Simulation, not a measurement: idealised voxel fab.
Process module under the name voxel gate over fins
255 nm wide, 5 nm square cells: that's cross-section cut.
In what follows, cross-sections appear as grids of square cells, described through bands that run from the top down, where every band is one or more rows of cells.
First you get the band's top height and its bottom height, in nm, and then the materials it's made of, left to right, with each width in nm. If you see a single material with "edge to edge", that one covers the band edge to edge. "blank" is empty space.
Where do heights start? At 0: under that level the wafer as delivered is made of one material only. And the lowest band has no floor; it just carries on downward, as in "0 down".
With a width like "30..40", each row of cells in the band differs from the next by the same amount, the top row carrying the first number and the bottom row the second.
Step note "everything unchanged" = no cross-section cell changed.
"Internal closed voids": sealed empty spaces, 8 cells or more, no open way to top, listed width x height at distance, with distance from the left edge and width, height and distance in nm.
Text after the settings on a step's line: the simulator's own remark on that step.
The "overlay nm" setting may appear on a step's line; for a step that uses a mask, it gives how far to the right of its planned position the mask lay, and a negative value indicates the left.
Structure of the following material. The material consists of pairs of cross-sections. Each pair comprises the cross-section before one process step and the cross-section after that step, the latter shown only down to the lowest band that changed. The step between the cross-sections is specified beneath each pair, including its settings. Pairs are not necessarily consecutive: they may derive from different runs of this module performed on the same starting wafer. Continuity with the pair above is to be assumed only where the entry headed "Ahead of processing" of the pair in question states it.
Ahead of processing
	5 to 0 = blank 45 nm, then SiN 25 nm, then blank 20 nm, then SiN 25 nm, then blank 20 nm, then SiN 25 nm, then blank 20 nm, then SiN 25 nm, then blank 50 nm
	0 down = Si edge to edge
	Internal closed voids: none
Post-Step Cross-Section
	5 to 0 = blank 45 nm, then SiN 25 nm, then blank 20 nm, then SiN 25 nm, then blank 20 nm, then SiN 25 nm, then blank 20 nm, then SiN 25 nm, then blank 50 nm
	0 to -30 = blank 45 nm, then Si 25 nm, then blank 20 nm, then Si 25 nm, then blank 20 nm, then Si 25 nm, then blank 20 nm, then Si 25 nm, then blank 50 nm
	All layers under -30 are left as they were.
	Internal closed voids: none
Process step separating the two views above: MASKED_ETCH: tone cover, mask id FINS, width nm 15, pitch nm 45, etch materials Si, depth nm 30, overlay nm 0
Ahead of processing: the state before this step is the cross-section shown after the step in the pair just above.
Post-Step Cross-Section
	5 to 0 = blank 45 nm, then SiN 25 nm, then blank 20 nm, then SiN 25 nm, then blank 20 nm, then SiN 25 nm, then blank 20 nm, then SiN 25 nm, then blank 50 nm
	0 to -30 = blank 45 nm, then SiO2 5 nm, then Si 15 nm, then SiO2 5 nm, then blank 20 nm, then SiO2 5 nm, then Si 15 nm, then SiO2 5 nm, then blank 20 nm, then SiO2 5 nm, then Si 15 nm, then SiO2 5 nm, then blank 20 nm, then SiO2 5 nm, then Si 15 nm, then SiO2 5 nm, then blank 50 nm
	-30 to -35 = SiO2 50 nm, then Si 15 nm, then SiO2 30 nm, then Si 15 nm, then SiO2 30 nm, then Si 15 nm, then SiO2 30 nm, then Si 15 nm, then SiO2 55 nm
	All layers under -35 are left as they were.
	Internal closed voids: none
Process step separating the two views above: OXIDIZE: depth nm 5
Ahead of processing: the state before this step is the cross-section shown after the step in the pair just above.
Post-Step Cross-Section
	10 to 5 = SiO2 edge to edge
	5 to 0 = SiO2 45 nm, then SiN 25 nm, then SiO2 20 nm, then SiN 25 nm, then SiO2 20 nm, then SiN 25 nm, then SiO2 20 nm, then SiN 25 nm, then SiO2 50 nm
	0 to -35 = SiO2 50 nm, then Si 15 nm, then SiO2 30 nm, then Si 15 nm, then SiO2 30 nm, then Si 15 nm, then SiO2 30 nm, then Si 15 nm, then SiO2 55 nm
	All layers under -35 are left as they were.
	Internal closed voids: none
Process step separating the two views above: FILL_DEP: material SiO2, thk nm 5
Ahead of processing: the state before this step is the cross-section shown after the step in the pair just above.
Post-Step Cross-Section
	5 to 0 = SiO2 45 nm, then SiN 25 nm, then SiO2 20 nm, then SiN 25 nm, then SiO2 20 nm, then SiN 25 nm, then SiO2 20 nm, then SiN 25 nm, then SiO2 50 nm
	All layers under 0 are left as they were.
	Internal closed voids: none
Process step separating the two views above: CMP: height nm 5
Ahead of processing: the state before this step is the cross-section shown after the step in the pair just above.
Post-Step Cross-Section
	5 to 0 = blank 45 nm, then SiN 25 nm, then blank 20 nm, then SiN 25 nm, then blank 20 nm, then SiN 25 nm, then blank 20 nm, then SiN 25 nm, then blank 50 nm
	0 to -10 = blank 50 nm, then Si 15 nm, then blank 30 nm, then Si 15 nm, then blank 30 nm, then Si 15 nm, then blank 30 nm, then Si 15 nm, then blank 55 nm
	All layers under -10 are left as they were.
	Internal closed voids: none
Process step separating the two views above: SELECTIVE_ETCH: etch materials SiO2, depth nm 15
Ahead of processing: the state before this step is the cross-section shown after the step in the pair just above.
Post-Step Cross-Section
	0 to -10 = blank 50 nm, then Si 15 nm, then blank 30 nm, then Si 15 nm, then blank 30 nm, then Si 15 nm, then blank 30 nm, then Si 15 nm, then blank 55 nm
	All layers under -10 are left as they were.
	Internal closed voids: none
Process step separating the two views above: STRIP: etch materials SiN
Ahead of processing: the state before this step is the cross-section shown after the step in the pair just above.
Post-Step Cross-Section
	5 to 0 = blank 45 nm, then HfO2 25 nm, then blank 20 nm, then HfO2 25 nm, then blank 20 nm, then HfO2 25 nm, then blank 20 nm, then HfO2 25 nm, then blank 50 nm
	0 to -5 = blank 45 nm, then HfO2 5 nm, then Si 15 nm, then HfO2 5 nm, then blank 20 nm, then HfO2 5 nm, then Si 15 nm, then HfO2 5 nm, then blank 20 nm, then HfO2 5 nm, then Si 15 nm, then HfO2 5 nm, then blank 20 nm, then HfO2 5 nm, then Si 15 nm, then HfO2 5 nm, then blank 50 nm
	-5 to -10 = HfO2 50 nm, then Si 15 nm, then HfO2 30 nm, then Si 15 nm, then HfO2 30 nm, then Si 15 nm, then HfO2 30 nm, then Si 15 nm, then HfO2 55 nm
	All layers under -10 are left as they were.
	Internal closed voids: none
Process step separating the two views above: CONFORMAL_DEP: material HfO2, thk nm 5
Ahead of processing: the state before this step is the cross-section shown after the step in the pair just above.
Post-Step Cross-Section
	10 to 5 = blank 40 nm, then TiN 35 nm, then blank 10 nm, then TiN 35 nm, then blank 10 nm, then TiN 35 nm, then blank 10 nm, then TiN 35 nm, then blank 45 nm
	5 to 0 = blank 40 nm, then TiN 5 nm, then HfO2 25 nm, then TiN 5 nm, then blank 10 nm, then TiN 5 nm, then HfO2 25 nm, then TiN 5 nm, then blank 10 nm, then TiN 5 nm, then HfO2 25 nm, then TiN 5 nm, then blank 10 nm, then TiN 5 nm, then HfO2 25 nm, then TiN 5 nm, then blank 45 nm
	0 to -5 = TiN 45 nm, then HfO2 5 nm, then Si 15 nm, then HfO2 5 nm, then TiN 20 nm, then HfO2 5 nm, then Si 15 nm, then HfO2 5 nm, then TiN 20 nm, then HfO2 5 nm, then Si 15 nm, then HfO2 5 nm, then TiN 20 nm, then HfO2 5 nm, then Si 15 nm, then HfO2 5 nm, then TiN 50 nm
	All layers under -5 are left as they were.
	Internal closed voids: none
Process step separating the two views above: CONFORMAL_DEP: material TiN, thk nm 5
Ahead of processing: the state before this step is the cross-section shown after the step in the pair just above.
Post-Step Cross-Section
	25 to 10 = W edge to edge
	10 to 5 = W 40 nm, then TiN 35 nm, then W 10 nm, then TiN 35 nm, then W 10 nm, then TiN 35 nm, then W 10 nm, then TiN 35 nm, then W 45 nm
	5 to 0 = W 40 nm, then TiN 5 nm, then HfO2 25 nm, then TiN 5 nm, then W 10 nm, then TiN 5 nm, then HfO2 25 nm, then TiN 5 nm, then W 10 nm, then TiN 5 nm, then HfO2 25 nm, then TiN 5 nm, then W 10 nm, then TiN 5 nm, then HfO2 25 nm, then TiN 5 nm, then W 45 nm
	All layers under 0 are left as they were.
	Internal closed voids: none
Process step separating the two views above: FILL_DEP: material W, thk nm 15
Ahead of processing: the state before this step is the cross-section shown after the step in the pair just above.
Post-Step Cross-Section
	20 to 10 = W edge to edge
	All layers under 10 are left as they were.
	Internal closed voids: none
Process step separating the two views above: CMP: height nm 20
Ahead of processing: the state before this step is the cross-section shown after the step in the pair just above.
Post-Step Cross-Section
	25 to 20 = SiN edge to edge
	All layers under 20 are left as they were.
	Internal closed voids: none
Process step separating the two views above: CONFORMAL_DEP: material SiN, thk nm 5
Ahead of processing
	5 to 0 = SiN edge to edge
	0 down = Si edge to edge
	Internal closed voids: none
Post-Step Cross-Section
	5 to 0 = blank 55 nm, then SiN 15 nm, then blank 30 nm, then SiN 15 nm, then blank 30 nm, then SiN 15 nm, then blank 30 nm, then SiN 15 nm, then blank 50 nm
	All layers under 0 are left as they were.
	Internal closed voids: none
Process step separating the two views above: MASKED_ETCH: tone cover, mask id FINS, width nm 15, pitch nm 45, etch materials SiN, depth nm 5, overlay nm 5
Ahead of processing: the state before this step is the cross-section shown after the step in the pair just above.
Post-Step Cross-Section
	5 to 0 = blank 55 nm, then SiN 15 nm, then blank 30 nm, then SiN 15 nm, then blank 30 nm, then SiN 15 nm, then blank 30 nm, then SiN 15 nm, then blank 50 nm
	0 to -30 = blank 50 nm, then Si 20 nm, then blank 25 nm, then Si 20 nm, then blank 25 nm, then Si 20 nm, then blank 25 nm, then Si 20 nm, then blank 50 nm
	All layers under -30 are left as they were.
	Internal closed voids: none
Process step separating the two views above: MASKED_ETCH: tone cover, mask id FINS, width nm 15, pitch nm 45, etch materials Si, depth nm 30, overlay nm 0
Ahead of processing: the state before this step is the cross-section shown after the step in the pair just above.
Post-Step Cross-Section
	5 to 0 = blank 55 nm, then SiN 15 nm, then blank 30 nm, then SiN 15 nm, then blank 30 nm, then SiN 15 nm, then blank 30 nm, then SiN 15 nm, then blank 50 nm
	0 to -5 = blank 50 nm, then SiO2 10 nm, then Si 5 nm, then SiO2 5 nm, then blank 25 nm, then SiO2 10 nm, then Si 5 nm, then SiO2 5 nm, then blank 25 nm, then SiO2 10 nm, then Si 5 nm, then SiO2 5 nm, then blank 25 nm, then SiO2 10 nm, then Si 5 nm, then SiO2 5 nm, then blank 50 nm
	-5 to -30 = blank 50 nm, then SiO2 5 nm, then Si 10 nm, then SiO2 5 nm, then blank 25 nm, then SiO2 5 nm, then Si 10 nm, then SiO2 5 nm, then blank 25 nm, then SiO2 5 nm, then Si 10 nm, then SiO2 5 nm, then blank 25 nm, then SiO2 5 nm, then Si 10 nm, then SiO2 5 nm, then blank 50 nm
	-30 to -35 = SiO2 55 nm, then Si 10 nm, then SiO2 35 nm, then Si 10 nm, then SiO2 35 nm, then Si 10 nm, then SiO2 35 nm, then Si 10 nm, then SiO2 55 nm
	All layers under -35 are left as they were.
	Internal closed voids: none
Process step separating the two views above: OXIDIZE: depth nm 5
Ahead of processing: the state before this step is the cross-section shown after the step in the pair just above.
Post-Step Cross-Section
	10 to 5 = SiO2 edge to edge
	5 to 0 = SiO2 55 nm, then SiN 15 nm, then SiO2 30 nm, then SiN 15 nm, then SiO2 30 nm, then SiN 15 nm, then SiO2 30 nm, then SiN 15 nm, then SiO2 50 nm
	0 to -5 = SiO2 60 nm, then Si 5 nm, then SiO2 40 nm, then Si 5 nm, then SiO2 40 nm, then Si 5 nm, then SiO2 40 nm, then Si 5 nm, then SiO2 55 nm
	-5 to -35 = SiO2 55 nm, then Si 10 nm, then SiO2 35 nm, then Si 10 nm, then SiO2 35 nm, then Si 10 nm, then SiO2 35 nm, then Si 10 nm, then SiO2 55 nm
	All layers under -35 are left as they were.
	Internal closed voids: none
Process step separating the two views above: FILL_DEP: material SiO2, thk nm 5
Ahead of processing: the state before this step is the cross-section shown after the step in the pair just above.
Post-Step Cross-Section
	5 to 0 = SiO2 55 nm, then SiN 15 nm, then SiO2 30 nm, then SiN 15 nm, then SiO2 30 nm, then SiN 15 nm, then SiO2 30 nm, then SiN 15 nm, then SiO2 50 nm
	All layers under 0 are left as they were.
	Internal closed voids: none
Process step separating the two views above: CMP: height nm 5
Ahead of processing: the state before this step is the cross-section shown after the step in the pair just above.
Post-Step Cross-Section
	5 to 0 = blank 55 nm, then SiN 15 nm, then blank 30 nm, then SiN 15 nm, then blank 30 nm, then SiN 15 nm, then blank 30 nm, then SiN 15 nm, then blank 50 nm
	0 to -10 = blank 60..55 nm, then Si 5..10 nm, then blank 40..35 nm, then Si 5..10 nm, then blank 40..35 nm, then Si 5..10 nm, then blank 40..35 nm, then Si 5..10 nm, then blank 55 nm
	All layers under -10 are left as they were.
	Internal closed voids: none
Process step separating the two views above: SELECTIVE_ETCH: etch materials SiO2, depth nm 15
Ahead of processing: the state before this step is the cross-section shown after the step in the pair just above.
Post-Step Cross-Section
	0 to -10 = blank 60..55 nm, then Si 5..10 nm, then blank 40..35 nm, then Si 5..10 nm, then blank 40..35 nm, then Si 5..10 nm, then blank 40..35 nm, then Si 5..10 nm, then blank 55 nm
	All layers under -10 are left as they were.
	Internal closed voids: none
Process step separating the two views above: STRIP: etch materials SiN
Ahead of processing: the state before this step is the cross-section shown after the step in the pair just above.
Post-Step Cross-Section
	5 to 0 = blank 55 nm, then HfO2 15 nm, then blank 30 nm, then HfO2 15 nm, then blank 30 nm, then HfO2 15 nm, then blank 30 nm, then HfO2 15 nm, then blank 50 nm
	0 to -5 = blank 50 nm, then HfO2 10 nm, then Si 5 nm, then HfO2 5 nm, then blank 25 nm, then HfO2 10 nm, then Si 5 nm, then HfO2 5 nm, then blank 25 nm, then HfO2 10 nm, then Si 5 nm, then HfO2 5 nm, then blank 25 nm, then HfO2 10 nm, then Si 5 nm, then HfO2 5 nm, then blank 50 nm
	-5 to -10 = HfO2 55 nm, then Si 10 nm, then HfO2 35 nm, then Si 10 nm, then HfO2 35 nm, then Si 10 nm, then HfO2 35 nm, then Si 10 nm, then HfO2 55 nm
	All layers under -10 are left as they were.
	Internal closed voids: none
Process step separating the two views above: CONFORMAL_DEP: material HfO2, thk nm 5
Ahead of processing: the state before this step is the cross-section shown after the step in the pair just above.
Post-Step Cross-Section
	10 to 5 = blank 50 nm, then TiN 25 nm, then blank 20 nm, then TiN 25 nm, then blank 20 nm, then TiN 25 nm, then blank 20 nm, then TiN 25 nm, then blank 45 nm
	5 to 0 = blank 45 nm, then TiN 10 nm, then HfO2 15 nm, then TiN 5 nm, then blank 15 nm, then TiN 10 nm, then HfO2 15 nm, then TiN 5 nm, then blank 15 nm, then TiN 10 nm, then HfO2 15 nm, then TiN 5 nm, then blank 15 nm, then TiN 10 nm, then HfO2 15 nm, then TiN 5 nm, then blank 45 nm
	0 to -5 = TiN 50 nm, then HfO2 10 nm, then Si 5 nm, then HfO2 5 nm, then TiN 25 nm, then HfO2 10 nm, then Si 5 nm, then HfO2 5 nm, then TiN 25 nm, then HfO2 10 nm, then Si 5 nm, then HfO2 5 nm, then TiN 25 nm, then HfO2 10 nm, then Si 5 nm, then HfO2 5 nm, then TiN 50 nm
	All layers under -5 are left as they were.
	Internal closed voids: none
Process step separating the two views above: CONFORMAL_DEP: material TiN, thk nm 5
Ahead of processing: the state before this step is the cross-section shown after the step in the pair just above.
Post-Step Cross-Section
	25 to 10 = W edge to edge
	10 to 5 = W 50 nm, then TiN 25 nm, then W 20 nm, then TiN 25 nm, then W 20 nm, then TiN 25 nm, then W 20 nm, then TiN 25 nm, then W 45 nm
	5 to 0 = W 45 nm, then TiN 10 nm, then HfO2 15 nm, then TiN 5 nm, then W 15 nm, then TiN 10 nm, then HfO2 15 nm, then TiN 5 nm, then W 15 nm, then TiN 10 nm, then HfO2 15 nm, then TiN 5 nm, then W 15 nm, then TiN 10 nm, then HfO2 15 nm, then TiN 5 nm, then W 45 nm
	All layers under 0 are left as they were.
	Internal closed voids: none
Process step separating the two views above: FILL_DEP: material W, thk nm 15
Ahead of processing: the state before this step is the cross-section shown after the step in the pair just above.
Post-Step Cross-Section
	20 to 10 = W edge to edge
	All layers under 10 are left as they were.
	Internal closed voids: none
Process step separating the two views above: CMP: height nm 20
Ahead of processing: the state before this step is the cross-section shown after the step in the pair just above.
Post-Step Cross-Section
	25 to 20 = SiN edge to edge
	All layers under 20 are left as they were.
	Internal closed voids: none
Process step separating the two views above: CONFORMAL_DEP: material SiN, thk nm 5
Ahead of processing
	5 to 0 = blank 50 nm, then SiN 15 nm, then blank 30 nm, then SiN 15 nm, then blank 30 nm, then SiN 15 nm, then blank 30 nm, then SiN 15 nm, then blank 55 nm
	0 to -30 = blank 50 nm, then SiO2 5 nm, then Si 5 nm, then SiO2 5 nm, then blank 30 nm, then SiO2 5 nm, then Si 5 nm, then SiO2 5 nm, then blank 30 nm, then SiO2 5 nm, then Si 5 nm, then SiO2 5 nm, then blank 30 nm, then SiO2 5 nm, then Si 5 nm, then SiO2 5 nm, then blank 55 nm
	-30 to -35 = SiO2 55 nm, then Si 5 nm, then SiO2 40 nm, then Si 5 nm, then SiO2 40 nm, then Si 5 nm, then SiO2 40 nm, then Si 5 nm, then SiO2 60 nm
	-35 down = Si edge to edge
	Internal closed voids: none
Post-Step Cross-Section
	10 to 5 = TiN edge to edge
	5 to 0 = TiN 50 nm, then SiN 15 nm, then TiN 30 nm, then SiN 15 nm, then TiN 30 nm, then SiN 15 nm, then TiN 30 nm, then SiN 15 nm, then TiN 55 nm
	0 to -30 = TiN 50 nm, then SiO2 5 nm, then Si 5 nm, then SiO2 5 nm, then TiN 30 nm, then SiO2 5 nm, then Si 5 nm, then SiO2 5 nm, then TiN 30 nm, then SiO2 5 nm, then Si 5 nm, then SiO2 5 nm, then TiN 30 nm, then SiO2 5 nm, then Si 5 nm, then SiO2 5 nm, then TiN 55 nm
	All layers under -30 are left as they were.
	Internal closed voids: none
Process step separating the two views above: FILL_DEP: material TiN, thk nm 5
Ahead of processing: the state before this step is the cross-section shown after the step in the pair just above.
Post-Step Cross-Section
	5 to 0 = TiN 50 nm, then SiN 15 nm, then TiN 30 nm, then SiN 15 nm, then TiN 30 nm, then SiN 15 nm, then TiN 30 nm, then SiN 15 nm, then TiN 55 nm
	All layers under 0 are left as they were.
	Internal closed voids: none
Process step separating the two views above: CMP: height nm 5
Ahead of processing: the state before this step is the cross-section shown after the step in the pair just above.
Post-Step Cross-Section
	5 to 0 = TiN 50 nm, then blank 15 nm, then TiN 30 nm, then blank 15 nm, then TiN 30 nm, then blank 15 nm, then TiN 30 nm, then blank 15 nm, then TiN 55 nm
	All layers under 0 are left as they were.
	Internal closed voids: none
Process step separating the two views above: STRIP: etch materials SiN
Ahead of processing: the state before this step is the cross-section shown after the step in the pair just above.
Post-Step Cross-Section
	10 to 5 = HfO2 55 nm, then blank 5 nm, then HfO2 40 nm, then blank 5 nm, then HfO2 40 nm, then blank 5 nm, then HfO2 40 nm, then blank 5 nm, then HfO2 60 nm
	5 to 0 = TiN 50 nm, then HfO2 15 nm, then TiN 30 nm, then HfO2 15 nm, then TiN 30 nm, then HfO2 15 nm, then TiN 30 nm, then HfO2 15 nm, then TiN 55 nm
	All layers under 0 are left as they were.
	Internal closed voids: none
Process step separating the two views above: CONFORMAL_DEP: material HfO2, thk nm 5
Ahead of processing: the state before this step is the cross-section shown after the step in the pair just above.
Post-Step Cross-Section
	15 to 10 = TiN edge to edge
	10 to 5 = HfO2 55 nm, then TiN 5 nm, then HfO2 40 nm, then TiN 5 nm, then HfO2 40 nm, then TiN 5 nm, then HfO2 40 nm, then TiN 5 nm, then HfO2 60 nm
	All layers under 5 are left as they were.
	Internal closed voids: none
Process step separating the two views above: CONFORMAL_DEP: material TiN, thk nm 5
Ahead of processing: the state before this step is the cross-section shown after the step in the pair just above.
Post-Step Cross-Section
	30 to 15 = W edge to edge
	All layers under 15 are left as they were.
	Internal closed voids: none
Process step separating the two views above: FILL_DEP: material W, thk nm 15
Ahead of processing: the state before this step is the cross-section shown after the step in the pair just above.
Post-Step Cross-Section
	20 to 15 = W edge to edge
	All layers under 15 are left as they were.
	Internal closed voids: none
Process step separating the two views above: CMP: height nm 20
Ahead of processing: the state before this step is the cross-section shown after the step in the pair just above.
Post-Step Cross-Section
	25 to 20 = SiN edge to edge
	All layers under 20 are left as they were.
	Internal closed voids: none
Process step separating the two views above: CONFORMAL_DEP: material SiN, thk nm 5
Ahead of processing
	5 to 0 = SiN edge to edge
	0 down = Si edge to edge
	Internal closed voids: none
Post-Step Cross-Section
	5 to 0 = SiN 50 nm, then blank 15 nm, then SiN 30 nm, then blank 15 nm, then SiN 30 nm, then blank 15 nm, then SiN 30 nm, then blank 15 nm, then SiN 55 nm
	All layers under 0 are left as they were.
	Internal closed voids: none
Process step separating the two views above: MASKED_ETCH: tone open, mask id FINS, width nm 15, pitch nm 45, etch materials SiN, depth nm 5, overlay nm 0
Ahead of processing: the state before this step is the cross-section shown after the step in the pair just above.
Post-Step Cross-Section
	5 to 0 = SiN 50 nm, then blank 15 nm, then SiN 30 nm, then blank 15 nm, then SiN 30 nm, then blank 15 nm, then SiN 30 nm, then blank 15 nm, then SiN 55 nm
	0 to -5 = Si 45 nm, then SiO2 25 nm, then Si 20 nm, then SiO2 25 nm, then Si 20 nm, then SiO2 25 nm, then Si 20 nm, then SiO2 25 nm, then Si 50 nm
	All layers under -5 are left as they were.
	Internal closed voids: none
Process step separating the two views above: OXIDIZE: depth nm 5
Ahead of processing: the state before this step is the cross-section shown after the step in the pair just above.
Post-Step Cross-Section
	10 to 5 = SiO2 edge to edge
	5 to 0 = SiN 50 nm, then SiO2 15 nm, then SiN 30 nm, then SiO2 15 nm, then SiN 30 nm, then SiO2 15 nm, then SiN 30 nm, then SiO2 15 nm, then SiN 55 nm
	All layers under 0 are left as they were.
	Internal closed voids: none
Process step separating the two views above: FILL_DEP: material SiO2, thk nm 5
Ahead of processing: the state before this step is the cross-section shown after the step in the pair just above.
Post-Step Cross-Section
	5 to 0 = SiN 50 nm, then SiO2 15 nm, then SiN 30 nm, then SiO2 15 nm, then SiN 30 nm, then SiO2 15 nm, then SiN 30 nm, then SiO2 15 nm, then SiN 55 nm
	All layers under 0 are left as they were.
	Internal closed voids: none
Process step separating the two views above: CMP: height nm 5
Ahead of processing: the state before this step is the cross-section shown after the step in the pair just above.
Post-Step Cross-Section
	5 to 0 = SiN 50 nm, then blank 15 nm, then SiN 30 nm, then blank 15 nm, then SiN 30 nm, then blank 15 nm, then SiN 30 nm, then blank 15 nm, then SiN 55 nm
	0 to -5 = Si 45 nm, then blank 25 nm, then Si 20 nm, then blank 25 nm, then Si 20 nm, then blank 25 nm, then Si 20 nm, then blank 25 nm, then Si 50 nm
	All layers under -5 are left as they were.
	Internal closed voids: none
Process step separating the two views above: SELECTIVE_ETCH: etch materials SiO2, depth nm 15
Ahead of processing: the state before this step is the cross-section shown after the step in the pair just above.
Post-Step Cross-Section
	0 to -5 = Si 45 nm, then blank 25 nm, then Si 20 nm, then blank 25 nm, then Si 20 nm, then blank 25 nm, then Si 20 nm, then blank 25 nm, then Si 50 nm
	All layers under -5 are left as they were.
	Internal closed voids: none
Process step separating the two views above: STRIP: etch materials SiN
Ahead of processing: the state before this step is the cross-section shown after the step in the pair just above.
Post-Step Cross-Section
	5 to 0 = HfO2 50 nm, then blank 15 nm, then HfO2 30 nm, then blank 15 nm, then HfO2 30 nm, then blank 15 nm, then HfO2 30 nm, then blank 15 nm, then HfO2 55 nm
	0 to -5 = Si 45 nm, then HfO2 25 nm, then Si 20 nm, then HfO2 25 nm, then Si 20 nm, then HfO2 25 nm, then Si 20 nm, then HfO2 25 nm, then Si 50 nm
	All layers under -5 are left as they were.
	Internal closed voids: none
Process step separating the two views above: CONFORMAL_DEP: material HfO2, thk nm 5
Ahead of processing: the state before this step is the cross-section shown after the step in the pair just above.
Post-Step Cross-Section
	10 to 5 = TiN 55 nm, then blank 5 nm, then TiN 40 nm, then blank 5 nm, then TiN 40 nm, then blank 5 nm, then TiN 40 nm, then blank 5 nm, then TiN 60 nm
	5 to 0 = HfO2 50 nm, then TiN 15 nm, then HfO2 30 nm, then TiN 15 nm, then HfO2 30 nm, then TiN 15 nm, then HfO2 30 nm, then TiN 15 nm, then HfO2 55 nm
	All layers under 0 are left as they were.
	Internal closed voids: none
Process step separating the two views above: CONFORMAL_DEP: material TiN, thk nm 5
Ahead of processing: the state before this step is the cross-section shown after the step in the pair just above.
Post-Step Cross-Section
	25 to 10 = W edge to edge
	10 to 5 = TiN 55 nm, then W 5 nm, then TiN 40 nm, then W 5 nm, then TiN 40 nm, then W 5 nm, then TiN 40 nm, then W 5 nm, then TiN 60 nm
	All layers under 5 are left as they were.
	Internal closed voids: none
Process step separating the two views above: FILL_DEP: material W, thk nm 15
Ahead of processing: the state before this step is the cross-section shown after the step in the pair just above.
Post-Step Cross-Section
	20 to 10 = W edge to edge
	All layers under 10 are left as they were.
	Internal closed voids: none
Process step separating the two views above: CMP: height nm 20
Ahead of processing: the state before this step is the cross-section shown after the step in the pair just above.
Post-Step Cross-Section
	25 to 20 = SiN edge to edge
	All layers under 20 are left as they were.
	Internal closed voids: none
Process step separating the two views above: CONFORMAL_DEP: material SiN, thk nm 5
